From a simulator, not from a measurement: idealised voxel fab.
Presented below is a process module, voxel gate over fins.
Shown is cross-section cut, with a width of 210 nm and square cells of size 5 nm.
In this document a cross-section is written as a grid of square cells. It is given as a series of bands, listed from the top down, and a band is one or more rows of cells. Read a band's entry like this: the first values are the height of its top and the height of its bottom in nm, and what follows is the sequence of materials from left to right, each with its width in nm. Note that "air" is empty space, and that a single material marked "all across" reaches across the band from edge to edge. Beneath 0, the wafer as received is one material, and that level is where height counting begins. The lowest band goes on downward without a bottom; it is written like "0 nm and below". So if you see something like "30..40" for the width, read it as the top row of the band sitting at the first number and the bottom row at the second, with every row in between moving by the same amount as the last. Reading "nothing altered" for a step: not a cell of the cross-section changed in it. Basically, "Closed void entries" tells you about the enclosed voids: empty spaces with no open way to the top, 8 cells or bigger, each written width x height at distance, where distance is from the left edge, all in nm. That trailing text on a step's line, after the settings, is the simulator's own remark on the step. The line of a step may include "overlay nm". On a step with a mask, this value is how far to the right of its planned place the mask lay. A negative value means the mask lay to the left.
## List of planned process steps
step 1: RECEIVE: material Si
step 2: CONFORMAL_DEP: material SiN, thk nm 5
step 3: DIRECTIONAL_DEP: material aC, thk nm 10
step 4: PATTERN: tone cover, mask id FINS, material resist, width nm 15, pitch nm 35, thk nm 30, overlay nm 0
step 5: DIRECTIONAL_ETCH: etch materials aC, depth nm 10
step 6: STRIP: etch materials resist
step 7: DIRECTIONAL_ETCH: etch materials SiN, depth nm 5
step 8: DIRECTIONAL_ETCH: etch materials Si, depth nm 35
step 9: STRIP: etch materials aC
step 10: OXIDIZE: depth nm 5
step 11: FILL_DEP: material SiO2, thk nm 15
step 12: CMP: height nm 5
step 13: SELECTIVE_ETCH: etch materials SiO2, depth nm 20
step 14: STRIP: etch materials SiN
step 15: CONFORMAL_DEP: material HfO2, thk nm 5
step 16: CONFORMAL_DEP: material TiN, thk nm 5
step 17: CONFORMAL_DEP: material TiAl, thk nm 5
step 18: CONFORMAL_DEP: material TiN, thk nm 5
step 19: FILL_DEP: material W, thk nm 15
step 20: CMP: height nm 30
step 21: CONFORMAL_DEP: material SiN, thk nm 5
## The first wafer of two, processed as planned
## Cross-section of the wafer as it came to us, i.e., already through step 1
> 0 nm and below: Si all across
> Closed void entries: none
## Cross-sectional representation of the wafer at the conclusion of step 2
> 5 nm to 0 nm: SiN all across
> Below 0, no change.
## Cross-sectional representation of the wafer at the conclusion of step 3
> 15 nm to 5 nm: aC all across
> Below 5, no change.
## Cross-sectional representation of the wafer at the conclusion of step 4
> 45 nm to 15 nm: air=45, then resist=15, then air=20, then resist=15, then air=20, then resist=15, then air=20, then resist=15, then air=45
> Below 15, no change.
## Cross-sectional representation of the wafer at the conclusion of step 5
> 35 nm to 15 nm: air=45, then resist=15, then air=20, then resist=15, then air=20, then resist=15, then air=20, then resist=15, then air=45
> 15 nm to 5 nm: air=45, then aC=15, then air=20, then aC=15, then air=20, then aC=15, then air=20, then aC=15, then air=45
> Below 5, no change.
## Cross-sectional representation of the wafer at the conclusion of step 6
> 15 nm to 5 nm: air=45, then aC=15, then air=20, then aC=15, then air=20, then aC=15, then air=20, then aC=15, then air=45
> Below 5, no change.
## Cross-sectional representation of the wafer at the conclusion of step 7
> 15 nm to 5 nm: air=45, then aC=15, then air=20, then aC=15, then air=20, then aC=15, then air=20, then aC=15, then air=45
> 5 nm to 0 nm: air=45, then SiN=15, then air=20, then SiN=15, then air=20, then SiN=15, then air=20, then SiN=15, then air=45
> Below 0, no change.
## Cross-sectional representation of the wafer at the conclusion of step 8
> 15 nm to 5 nm: air=45, then aC=15, then air=20, then aC=15, then air=20, then aC=15, then air=20, then aC=15, then air=45
> 5 nm to 0 nm: air=45, then SiN=15, then air=20, then SiN=15, then air=20, then SiN=15, then air=20, then SiN=15, then air=45
> 0 nm to -35 nm: air=45, then Si=15, then air=20, then Si=15, then air=20, then Si=15, then air=20, then Si=15, then air=45
> Below -35, no change.
## Cross-sectional representation of the wafer at the conclusion of step 9
> 5 nm to 0 nm: air=45, then SiN=15, then air=20, then SiN=15, then air=20, then SiN=15, then air=20, then SiN=15, then air=45
> Below 0, no change.
## Cross-sectional representation of the wafer at the conclusion of step 10
> 5 nm to 0 nm: air=45, then SiN=15, then air=20, then SiN=15, then air=20, then SiN=15, then air=20, then SiN=15, then air=45
> 0 nm to -35 nm: air=45, then SiO2=5, then Si=5, then SiO2=5, then air=20, then SiO2=5, then Si=5, then SiO2=5, then air=20, then SiO2=5, then Si=5, then SiO2=5, then air=20, then SiO2=5, then Si=5, then SiO2=5, then air=45
> -35 nm to -40 nm: SiO2=50, then Si=5, then SiO2=30, then Si=5, then SiO2=30, then Si=5, then SiO2=30, then Si=5, then SiO2=50
> Below -40, no change.
## Cross-sectional representation of the wafer at the conclusion of step 11
> 20 nm to 5 nm: SiO2 all across
> 5 nm to 0 nm: SiO2=45, then SiN=15, then SiO2=20, then SiN=15, then SiO2=20, then SiN=15, then SiO2=20, then SiN=15, then SiO2=45
> 0 nm to -40 nm: SiO2=50, then Si=5, then SiO2=30, then Si=5, then SiO2=30, then Si=5, then SiO2=30, then Si=5, then SiO2=50
> Below -40, no change.
## Cross-sectional representation of the wafer at the conclusion of step 12
> 5 nm to 0 nm: SiO2=45, then SiN=15, then SiO2=20, then SiN=15, then SiO2=20, then SiN=15, then SiO2=20, then SiN=15, then SiO2=45
> Below 0, no change.
## Cross-sectional representation of the wafer at the conclusion of step 13
> 5 nm to 0 nm: air=45, then SiN=15, then air=20, then SiN=15, then air=20, then SiN=15, then air=20, then SiN=15, then air=45
> 0 nm to -15 nm: air=50, then Si=5, then air=30, then Si=5, then air=30, then Si=5, then air=30, then Si=5, then air=50
> Below -15, no change.
## Cross-sectional representation of the wafer at the conclusion of step 14
> 0 nm to -15 nm: air=50, then Si=5, then air=30, then Si=5, then air=30, then Si=5, then air=30, then Si=5, then air=50
> Below -15, no change.
## Cross-sectional representation of the wafer at the conclusion of step 15
> 5 nm to 0 nm: air=45, then HfO2=15, then air=20, then HfO2=15, then air=20, then HfO2=15, then air=20, then HfO2=15, then air=45
> 0 nm to -10 nm: air=45, then HfO2=5, then Si=5, then HfO2=5, then air=20, then HfO2=5, then Si=5, then HfO2=5, then air=20, then HfO2=5, then Si=5, then HfO2=5, then air=20, then HfO2=5, then Si=5, then HfO2=5, then air=45
> -10 nm to -15 nm: HfO2=50, then Si=5, then HfO2=30, then Si=5, then HfO2=30, then Si=5, then HfO2=30, then Si=5, then HfO2=50
> Below -15, no change.
## Cross-sectional representation of the wafer at the conclusion of step 16
> 10 nm to 5 nm: air=40, then TiN=25, then air=10, then TiN=25, then air=10, then TiN=25, then air=10, then TiN=25, then air=40
> 5 nm to 0 nm: air=40, then TiN=5, then HfO2=15, then TiN=5, then air=10, then TiN=5, then HfO2=15, then TiN=5, then air=10, then TiN=5, then HfO2=15, then TiN=5, then air=10, then TiN=5, then HfO2=15, then TiN=5, then air=40
> 0 nm to -5 nm: air=40, then TiN=5, then HfO2=5, then Si=5, then HfO2=5, then TiN=5, then air=10, then TiN=5, then HfO2=5, then Si=5, then HfO2=5, then TiN=5, then air=10, then TiN=5, then HfO2=5, then Si=5, then HfO2=5, then TiN=5, then air=10, then TiN=5, then HfO2=5, then Si=5, then HfO2=5, then TiN=5, then air=40
> -5 nm to -10 nm: TiN=45, then HfO2=5, then Si=5, then HfO2=5, then TiN=20, then HfO2=5, then Si=5, then HfO2=5, then TiN=20, then HfO2=5, then Si=5, then HfO2=5, then TiN=20, then HfO2=5, then Si=5, then HfO2=5, then TiN=45
> Below -10, no change.
## Cross-sectional representation of the wafer at the conclusion of step 17
> 15 nm to 10 nm: air=35, then TiAl=140, then air=35
> 10 nm to 5 nm: air=35, then TiAl=5, then TiN=25, then TiAl=10, then TiN=25, then TiAl=10, then TiN=25, then TiAl=10, then TiN=25, then TiAl=5, then air=35
> 5 nm to 0 nm: air=35, then TiAl=5, then TiN=5, then HfO2=15, then TiN=5, then TiAl=10, then TiN=5, then HfO2=15, then TiN=5, then TiAl=10, then TiN=5, then HfO2=15, then TiN=5, then TiAl=10, then TiN=5, then HfO2=15, then TiN=5, then TiAl=5, then air=35
> 0 nm to -5 nm: TiAl=40, then TiN=5, then HfO2=5, then Si=5, then HfO2=5, then TiN=5, then TiAl=10, then TiN=5, then HfO2=5, then Si=5, then HfO2=5, then TiN=5, then TiAl=10, then TiN=5, then HfO2=5, then Si=5, then HfO2=5, then TiN=5, then TiAl=10, then TiN=5, then HfO2=5, then Si=5, then HfO2=5, then TiN=5, then TiAl=40
> Below -5, no change.
## Cross-sectional representation of the wafer at the conclusion of step 18
> 20 nm to 15 nm: air=30, then TiN=150, then air=30
> 15 nm to 10 nm: air=30, then TiN=5, then TiAl=140, then TiN=5, then air=30
> 10 nm to 5 nm: air=30, then TiN=5, then TiAl=5, then TiN=25, then TiAl=10, then TiN=25, then TiAl=10, then TiN=25, then TiAl=10, then TiN=25, then TiAl=5, then TiN=5, then air=30
> 5 nm to 0 nm: TiN=35, then TiAl=5, then TiN=5, then HfO2=15, then TiN=5, then TiAl=10, then TiN=5, then HfO2=15, then TiN=5, then TiAl=10, then TiN=5, then HfO2=15, then TiN=5, then TiAl=10, then TiN=5, then HfO2=15, then TiN=5, then TiAl=5, then TiN=35
> Below 0, no change.
## Cross-sectional representation of the wafer at the conclusion of step 19
> 35 nm to 20 nm: W all across
> 20 nm to 15 nm: W=30, then TiN=150, then W=30
> 15 nm to 10 nm: W=30, then TiN=5, then TiAl=140, then TiN=5, then W=30
> 10 nm to 5 nm: W=30, then TiN=5, then TiAl=5, then TiN=25, then TiAl=10, then TiN=25, then TiAl=10, then TiN=25, then TiAl=10, then TiN=25, then TiAl=5, then TiN=5, then W=30
> Below 5, no change.
## Cross-sectional representation of the wafer at the conclusion of step 20
> 30 nm to 20 nm: W all across
> Below 20, no change.
## Cross-sectional representation of the wafer at the conclusion of step 21
> 35 nm to 30 nm: SiN all across
> Below 30, no change.
## Okay, second wafer. Nothing different at the start, nothing different in the plan, just one mistake somewhere in the running. As far as step 12, counting that step, it's the first wafer all over again
## Cross-section: second wafer, time at which step 13 was scheduled to end
> 5 nm to 0 nm: air=45, then SiN=15, then air=20, then SiN=15, then air=20, then SiN=15, then air=20, then SiN=15, then air=45
> 0 nm to -35 nm: air=50, then Si=5, then air=30, then Si=5, then air=30, then Si=5, then air=30, then Si=5, then air=50
> Below -35, no change.
## Cross-section: second wafer, time at which step 14 was scheduled to end
> 0 nm to -35 nm: air=50, then Si=5, then air=30, then Si=5, then air=30, then Si=5, then air=30, then Si=5, then air=50
> Below -35, no change.
## Cross-section: second wafer, time at which step 15 was scheduled to end
> 5 nm to 0 nm: air=45, then HfO2=15, then air=20, then HfO2=15, then air=20, then HfO2=15, then air=20, then HfO2=15, then air=45
> 0 nm to -30 nm: air=45, then HfO2=5, then Si=5, then HfO2=5, then air=20, then HfO2=5, then Si=5, then HfO2=5, then air=20, then HfO2=5, then Si=5, then HfO2=5, then air=20, then HfO2=5, then Si=5, then HfO2=5, then air=45
> -30 nm to -35 nm: HfO2=50, then Si=5, then HfO2=30, then Si=5, then HfO2=30, then Si=5, then HfO2=30, then Si=5, then HfO2=50
> Below -35, no change.
## Cross-section: second wafer, time at which step 16 was scheduled to end
> 10 nm to 5 nm: air=40, then TiN=25, then air=10, then TiN=25, then air=10, then TiN=25, then air=10, then TiN=25, then air=40
> 5 nm to 0 nm: air=40, then TiN=5, then HfO2=15, then TiN=5, then air=10, then TiN=5, then HfO2=15, then TiN=5, then air=10, then TiN=5, then HfO2=15, then TiN=5, then air=10, then TiN=5, then HfO2=15, then TiN=5, then air=40
> 0 nm to -25 nm: air=40, then TiN=5, then HfO2=5, then Si=5, then HfO2=5, then TiN=5, then air=10, then TiN=5, then HfO2=5, then Si=5, then HfO2=5, then TiN=5, then air=10, then TiN=5, then HfO2=5, then Si=5, then HfO2=5, then TiN=5, then air=10, then TiN=5, then HfO2=5, then Si=5, then HfO2=5, then TiN=5, then air=40
> -25 nm to -30 nm: TiN=45, then HfO2=5, then Si=5, then HfO2=5, then TiN=20, then HfO2=5, then Si=5, then HfO2=5, then TiN=20, then HfO2=5, then Si=5, then HfO2=5, then TiN=20, then HfO2=5, then Si=5, then HfO2=5, then TiN=45
> Below -30, no change.
## Cross-section: second wafer, time at which step 17 was scheduled to end
> 15 nm to 10 nm: air=35, then TiAl=140, then air=35
> 10 nm to 5 nm: air=35, then TiAl=5, then TiN=25, then TiAl=10, then TiN=25, then TiAl=10, then TiN=25, then TiAl=10, then TiN=25, then TiAl=5, then air=35
> 5 nm to 0 nm: air=35, then TiAl=5, then TiN=5, then HfO2=15, then TiN=5, then TiAl=10, then TiN=5, then HfO2=15, then TiN=5, then TiAl=10, then TiN=5, then HfO2=15, then TiN=5, then TiAl=10, then TiN=5, then HfO2=15, then TiN=5, then TiAl=5, then air=35
> 0 nm to -20 nm: air=35, then TiAl=5, then TiN=5, then HfO2=5, then Si=5, then HfO2=5, then TiN=5, then TiAl=10, then TiN=5, then HfO2=5, then Si=5, then HfO2=5, then TiN=5, then TiAl=10, then TiN=5, then HfO2=5, then Si=5, then HfO2=5, then TiN=5, then TiAl=10, then TiN=5, then HfO2=5, then Si=5, then HfO2=5, then TiN=5, then TiAl=5, then air=35
> -20 nm to -25 nm: TiAl=40, then TiN=5, then HfO2=5, then Si=5, then HfO2=5, then TiN=5, then TiAl=10, then TiN=5, then HfO2=5, then Si=5, then HfO2=5, then TiN=5, then TiAl=10, then TiN=5, then HfO2=5, then Si=5, then HfO2=5, then TiN=5, then TiAl=10, then TiN=5, then HfO2=5, then Si=5, then HfO2=5, then TiN=5, then TiAl=40
> Below -25, no change.
## Cross-section: second wafer, time at which step 18 was scheduled to end
> 20 nm to 15 nm: air=30, then TiN=150, then air=30
> 15 nm to 10 nm: air=30, then TiN=5, then TiAl=140, then TiN=5, then air=30
> 10 nm to 5 nm: air=30, then TiN=5, then TiAl=5, then TiN=25, then TiAl=10, then TiN=25, then TiAl=10, then TiN=25, then TiAl=10, then TiN=25, then TiAl=5, then TiN=5, then air=30
> 5 nm to 0 nm: air=30, then TiN=5, then TiAl=5, then TiN=5, then HfO2=15, then TiN=5, then TiAl=10, then TiN=5, then HfO2=15, then TiN=5, then TiAl=10, then TiN=5, then HfO2=15, then TiN=5, then TiAl=10, then TiN=5, then HfO2=15, then TiN=5, then TiAl=5, then TiN=5, then air=30
> 0 nm to -15 nm: air=30, then TiN=5, then TiAl=5, then TiN=5, then HfO2=5, then Si=5, then HfO2=5, then TiN=5, then TiAl=10, then TiN=5, then HfO2=5, then Si=5, then HfO2=5, then TiN=5, then TiAl=10, then TiN=5, then HfO2=5, then Si=5, then HfO2=5, then TiN=5, then TiAl=10, then TiN=5, then HfO2=5, then Si=5, then HfO2=5, then TiN=5, then TiAl=5, then TiN=5, then air=30
> -15 nm to -20 nm: TiN=35, then TiAl=5, then TiN=5, then HfO2=5, then Si=5, then HfO2=5, then TiN=5, then TiAl=10, then TiN=5, then HfO2=5, then Si=5, then HfO2=5, then TiN=5, then TiAl=10, then TiN=5, then HfO2=5, then Si=5, then HfO2=5, then TiN=5, then TiAl=10, then TiN=5, then HfO2=5, then Si=5, then HfO2=5, then TiN=5, then TiAl=5, then TiN=35
> Below -20, no change.
## Cross-section: second wafer, time at which step 19 was scheduled to end
> 35 nm to 20 nm: W all across
> 20 nm to 15 nm: W=30, then TiN=150, then W=30
> 15 nm to 10 nm: W=30, then TiN=5, then TiAl=140, then TiN=5, then W=30
> 10 nm to 5 nm: W=30, then TiN=5, then TiAl=5, then TiN=25, then TiAl=10, then TiN=25, then TiAl=10, then TiN=25, then TiAl=10, then TiN=25, then TiAl=5, then TiN=5, then W=30
> 5 nm to 0 nm: W=30, then TiN=5, then TiAl=5, then TiN=5, then HfO2=15, then TiN=5, then TiAl=10, then TiN=5, then HfO2=15, then TiN=5, then TiAl=10, then TiN=5, then HfO2=15, then TiN=5, then TiAl=10, then TiN=5, then HfO2=15, then TiN=5, then TiAl=5, then TiN=5, then W=30
> 0 nm to -15 nm: W=30, then TiN=5, then TiAl=5, then TiN=5, then HfO2=5, then Si=5, then HfO2=5, then TiN=5, then TiAl=10, then TiN=5, then HfO2=5, then Si=5, then HfO2=5, then TiN=5, then TiAl=10, then TiN=5, then HfO2=5, then Si=5, then HfO2=5, then TiN=5, then TiAl=10, then TiN=5, then HfO2=5, then Si=5, then HfO2=5, then TiN=5, then TiAl=5, then TiN=5, then W=30
> Below -15, no change.
## Cross-section: second wafer, time at which step 20 was scheduled to end
> 30 nm to 20 nm: W all across
> Below 20, no change.
## Cross-section: second wafer, time at which step 21 was scheduled to end
> 35 nm to 30 nm: SiN all across
> Below 30, no change.
Diagnosis: plan step 13 ran twice
Per the end-of-run cell counts, the second wafer holds more or fewer of some materials than the first: HfO2 +32; SiO2 -152; TiAl +32; TiN +40; W +48
